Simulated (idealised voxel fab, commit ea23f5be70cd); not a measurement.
Presented below is a process module, voxel transistor to metal.
Xsec cut, 180 nm wide, square cell size 5 nm.
Square cells in a grid make up a cross-section in this document, and the grid is given as bands, listed from the top down, each one or more rows of cells. Heights first: top, then bottom, in nm. Then materials, left to right, each with a width in nm. "throughout" on a single material: fills the band edge to edge. "air": empty space. Heads up on the height convention: 0 is the point under which the incoming wafer is all one material, and the lowest band has no bottom, it just keeps going down, like "0 and below". The notation "30 to 40" denotes a width that varies across the rows of cells in the band, beginning at the first number in the top row, finishing at the second number in the bottom row, and changing by an identical amount from each row to the next. A step reported as "no alteration" is a step in which no cell of the cross-section changed. "Closed void listing" contains a list of empty spaces, each no smaller than 8 cells and without an open way to the top, written in the form width x height at distance with the distance from the left edge and all three in nm. Anything after a step's settings on that line? It's the simulator's own note about the step. "overlay nm" denotes, for a step that has a mask, the displacement of the mask to the right of its planned place, with negative values corresponding to the left.

### Planned step list for the process
- 1: RECEIVE with material Si
- 2: CONFORMAL_DEP with material SiO2, thk nm 5
- 3: CONFORMAL_DEP with material SiN, thk nm 10
- 4: PATTERN with tone cover, mask id ACTIVE, material resist, width nm 105, thk nm 20, overlay nm 0
- 5: DIRECTIONAL_ETCH with etch materials SiN, depth nm 10
- 6: DIRECTIONAL_ETCH with etch materials SiO2, depth nm 5
- 7: DIRECTIONAL_ETCH with etch materials Si, depth nm 35
- 8: STRIP with etch materials resist
- 9: OXIDIZE with depth nm 5
- 10: FILL_DEP with material SiO2, thk nm 5
- 11: CMP with height nm 15
- 12: SELECTIVE_ETCH with etch materials SiO2, depth nm 10
- 13: STRIP with etch materials SiN
- 14: SELECTIVE_ETCH with etch materials SiO2, depth nm 5
- 15: OXIDIZE with depth nm 5
- 16: DIRECTIONAL_DEP with material polySi, thk nm 20
- 17: DIRECTIONAL_DEP with material SiCN, thk nm 10
- 18: PATTERN with tone cover, mask id GATE, material resist, width nm 25, thk nm 20, overlay nm 0
- 19: DIRECTIONAL_ETCH with etch materials SiCN, depth nm 20
- 20: DIRECTIONAL_ETCH with etch materials polySi, depth nm 30
- 21: STRIP with etch materials resist
- 22: CONFORMAL_DEP with material SiN, thk nm 10
- 23: DIRECTIONAL_ETCH with etch materials SiN, depth nm 10
- 24: DIRECTIONAL_ETCH with etch materials SiO2, depth nm 5
- 25: DIRECTIONAL_ETCH with etch materials Si, depth nm 15
- 26: EPI with material pSi, thk nm 15
- 27: FILL_DEP with material SiO2, thk nm 5
- 28: CMP with height nm 20
- 29: STRIP with etch materials polySi
- 30: SELECTIVE_ETCH with etch materials SiO2, depth nm 5
- 31: CONFORMAL_DEP with material HfO2, thk nm 5
- 32: CONFORMAL_DEP with material TiN, thk nm 5
- 33: FILL_DEP with material W, thk nm 5
- 34: CMP with height nm 15
- 35: DIRECTIONAL_DEP with material SiO2, thk nm 15
- 36: DIRECTIONAL_DEP with material aC, thk nm 10
- 37: PATTERN with tone open, mask id CONTACT, material resist, width nm 15, pitch nm 70, thk nm 30, overlay nm 0
- 38: DIRECTIONAL_ETCH with etch materials aC, depth nm 10
- 39: STRIP with etch materials resist
- 40: DIRECTIONAL_ETCH with etch materials SiO2, depth nm 35
- 41: STRIP with etch materials aC
- 42: CONFORMAL_DEP with material TiN, thk nm 5
- 43: FILL_DEP with material W, thk nm 10
- 44: CMP with height nm 30
- 45: CONFORMAL_DEP with material SiCN, thk nm 5
- 46: DIRECTIONAL_DEP with material SiO2, thk nm 15
- 47: DIRECTIONAL_DEP with material aC, thk nm 15
- 48: PATTERN with tone open, mask id METAL_1, material resist, width nm 15, pitch nm 70, thk nm 30, overlay nm 0
- 49: DIRECTIONAL_ETCH with etch materials aC, depth nm 15
- 50: STRIP with etch materials resist
- 51: DIRECTIONAL_ETCH with etch materials SiO2, depth nm 15
- 52: DIRECTIONAL_ETCH with etch materials SiCN, depth nm 5
- 53: STRIP with etch materials aC
- 54: CONFORMAL_DEP with material TiN, thk nm 5
- 55: FILL_DEP with material Cu, thk nm 10
- 56: CMP with height nm 50
- 57: CONFORMAL_DEP with material SiCN, thk nm 5
- 58: DIRECTIONAL_DEP with material SiO2, thk nm 30
- 59: DIRECTIONAL_DEP with material aC, thk nm 15
- 60: PATTERN with tone open, mask id METAL_2, material resist, width nm 15, pitch nm 70, thk nm 35, overlay nm 0
- 61: DIRECTIONAL_ETCH with etch materials aC, depth nm 15
- 62: STRIP with etch materials resist
- 63: DIRECTIONAL_ETCH with etch materials SiO2, depth nm 20
- 64: STRIP with etch materials aC
- 65: DIRECTIONAL_DEP with material aC, thk nm 15
- 66: PATTERN with tone open, mask id METAL_2_HOLES, material resist, width nm 15, pitch nm 70, thk nm 35, overlay nm 0
- 67: DIRECTIONAL_ETCH with etch materials aC, depth nm 15
- 68: STRIP with etch materials resist
- 69: DIRECTIONAL_ETCH with etch materials SiO2, depth nm 10
- 70: DIRECTIONAL_ETCH with etch materials SiCN, depth nm 5
- 71: STRIP with etch materials aC
- 72: CONFORMAL_DEP with material TiN, thk nm 5
- 73: FILL_DEP with material Cu, thk nm 10
- 74: CMP with height nm 85
- 75: CONFORMAL_DEP with material SiN, thk nm 5

### Cross-section of the wafer upon arrival, representing the state reached after step 1
> 0 and below: Si throughout
> Closed void listing: none

### a wafer at the end: this start, this plan, one mistake
> 90 down to 85: SiN throughout
> 85 down to 55: SiO2: 45; TiN: 5; Cu: 5; TiN: 5; SiO2: 55; TiN: 5; Cu: 5; TiN: 5; SiO2: 50
> 55 down to 45: SiCN: 45; TiN: 15; SiCN: 55; TiN: 15; SiCN: 50
> 45 down to 35: W throughout
> 35 down to 30: TiN: 50; W: 5; TiN: 65; W: 5; TiN: 55
> 30 down to 15: SiO2: 45; TiN: 5; W: 5; TiN: 5; SiO2: 55; TiN: 5; W: 5; TiN: 5; SiO2: 50
> 15 down to 10: SiO2: 45; TiN: 15; SiO2: 5; SiN: 10; HfO2: 5; TiN: 5; W: 5; TiN: 5; HfO2: 5; SiN: 10; SiO2: 5; TiN: 15; SiO2: 50
> 10 down to 5: SiO2: 45; TiN: 5; pSi: 15; SiN: 10; HfO2: 5; TiN: 5; W: 5; TiN: 5; HfO2: 5; SiN: 10; pSi: 15; TiN: 5; SiO2: 50
> 5 down to 0: SiO2: 45; TiN: 5; pSi: 15; SiN: 10; HfO2: 5; TiN: 15; HfO2: 5; SiN: 10; pSi: 15; TiN: 5; SiO2: 50
> 0 down to -5: SiO2: 45; TiN: 5; pSi: 15; SiO2: 5; HfO2: 35; SiO2: 5; pSi: 15; TiN: 5; SiO2: 50
> -5 down to -20: SiO2: 40; pSi: 25; Si: 45; pSi: 25; SiO2: 45
> -20 down to -40: SiO2: 40; Si: 95; SiO2: 45
> -40 and below: Si throughout
> Closed void listing: none
Misprocessing identified: step 44 of the plan was jumped over and never run
